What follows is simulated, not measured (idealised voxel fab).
process module | voxel gate over fins
cross-section cut | 265 nm wide | cells 5 nm
A cross-section is a grid of square cells, given in bands from the top down. A band is one or more rows of cells.
Each band's line starts with the height of the band's top and of its bottom, in nm. Then come its materials from left to right, each with its width in nm. One material with "throughout" fills the band from edge to edge. "air" is empty space.
Height 0 is the level under which the wafer as received is all one material. The lowest band goes on downwards, as in "0 down".
A width such as "30 to 40" changes by the same amount from each row of cells to the next, from the band's top row to its bottom row.
"no change" after a step means that no cell of the cross-section changed.
closed voids: empty space of 8 cells or more with no open way to the top, each as width x height at its distance from the left edge, in nm
after a step's settings: what the simulator itself notes on the step
overlay nm, on a step with a mask: how far to the right of its planned place the mask lay; to the left if negative
plan
1 op RECEIVE | material Si
2 op CONFORMAL_DEP | material SiN | thk nm 10
3 op DIRECTIONAL_DEP | material aC | thk nm 10
4 op PATTERN | tone cover | mask id FINS | material resist | width nm 15 | pitch nm 50 | thk nm 30 | overlay nm 0
5 op DIRECTIONAL_ETCH | etch materials aC | depth nm 10
6 op STRIP | etch materials resist
7 op DIRECTIONAL_ETCH | etch materials SiN | depth nm 10
8 op DIRECTIONAL_ETCH | etch materials Si | depth nm 40
9 op STRIP | etch materials aC
10 op FILL_DEP | material SiO2 | thk nm 15
11 op CMP | height nm 10
12 op PATTERN | tone open | mask id RAIL | material resist | width nm 15 | thk nm 15 | overlay nm 0
13 op DIRECTIONAL_ETCH | etch materials SiO2 | depth nm 45
14 op STRIP | etch materials resist
15 op CONFORMAL_DEP | material TiN | thk nm 5
16 op FILL_DEP | material W | thk nm 10
17 op CMP | height nm 10
18 op SELECTIVE_ETCH | etch materials W Ru TiN | depth nm 25
19 op FILL_DEP | material SiO2 | thk nm 5
20 op CMP | height nm 10
21 op SELECTIVE_ETCH | etch materials SiO2 | depth nm 20
22 op STRIP | etch materials SiN
23 op CONFORMAL_DEP | material HfO2 | thk nm 5
24 op CONFORMAL_DEP | material TiN | thk nm 5
25 op CONFORMAL_DEP | material TiAl | thk nm 5
26 op CONFORMAL_DEP | material TiN | thk nm 5
27 op FILL_DEP | material W | thk nm 10
28 op CMP | height nm 25
29 op CONFORMAL_DEP | material SiCN | thk nm 10
as received, after step 1
  0 down: Si throughout
  closed voids: none
first wafer at the end, as planned
  35 to 25: SiCN throughout
  25 to 20: W throughout
  20 to 15: W 80 | TiN 105 | W 80
  15 to 10: W 80 | TiN 5 | TiAl 45 | TiN 5 | TiAl 45 | TiN 5 | W 80
  10 to 5: TiN 85 | TiAl 5 | TiN 35 | TiAl 5 | TiN 5 | TiAl 5 | TiN 35 | TiAl 5 | TiN 85
  5 to 0: TiAl 90 | TiN 5 | HfO2 25 | TiN 5 | TiAl 15 | TiN 5 | HfO2 25 | TiN 5 | TiAl 90
  0 to -5: TiN 95 | HfO2 5 | Si 15 | HfO2 5 | TiN 25 | HfO2 5 | Si 15 | HfO2 5 | TiN 95
  -5 to -10: HfO2 100 | Si 15 | HfO2 35 | Si 15 | HfO2 100
  -10 to -15: SiO2 100 | Si 15 | SiO2 35 | Si 15 | SiO2 100
  -15 to -30: SiO2 100 | Si 15 | SiO2 10 | TiN 5 | W 5 | TiN 5 | SiO2 10 | Si 15 | SiO2 100
  -30 to -35: SiO2 100 | Si 15 | SiO2 10 | TiN 15 | SiO2 10 | Si 15 | SiO2 100
  -35 to -40: SiO2 100 | Si 15 | SiO2 35 | Si 15 | SiO2 100
  -40 down: Si throughout
  closed voids: none
second wafer at the end: like start, like plan, one mistake
  35 to 25: SiCN throughout
  25 to 20: W throughout
  20 to 15: W 80 | TiN 105 | W 80
  15 to 10: W 80 | TiN 5 | TiAl 45 | TiN 5 | TiAl 45 | TiN 5 | W 80
  10 to 5: TiN 85 | TiAl 5 | TiN 35 | TiAl 5 | TiN 5 | TiAl 5 | TiN 35 | TiAl 5 | TiN 85
  5 to 0: TiAl 90 | TiN 5 | HfO2 25 | TiN 5 | TiAl 15 | TiN 5 | HfO2 25 | TiN 5 | TiAl 90
  0 to -5: TiN 95 | HfO2 5 | Si 15 | HfO2 5 | TiN 25 | HfO2 5 | Si 15 | HfO2 5 | TiN 95
  -5 to -10: HfO2 100 | Si 15 | HfO2 35 | Si 15 | HfO2 100
  -10 to -15: SiO2 100 | Si 15 | SiO2 35 | Si 15 | SiO2 100
  -15 to -30: SiO2 100 | Si 15 | SiO2 10 | TiN 5 | W 10 | TiN 5 | SiO2 5 | Si 15 | SiO2 100
  -30 to -35: SiO2 100 | Si 15 | SiO2 10 | TiN 20 | SiO2 5 | Si 15 | SiO2 100
  -35 to -40: SiO2 100 | Si 15 | SiO2 35 | Si 15 | SiO2 100
  -40 down: Si throughout
  closed voids: none
what went wrong: step 12 ran as: op PATTERN | tone open | mask id RAIL | material resist | width nm 20 | thk nm 15 | overlay nm 0
at the end the second wafer has, in cells: 4 fewer of SiO2 | 1 more of TiN | 3 more of W
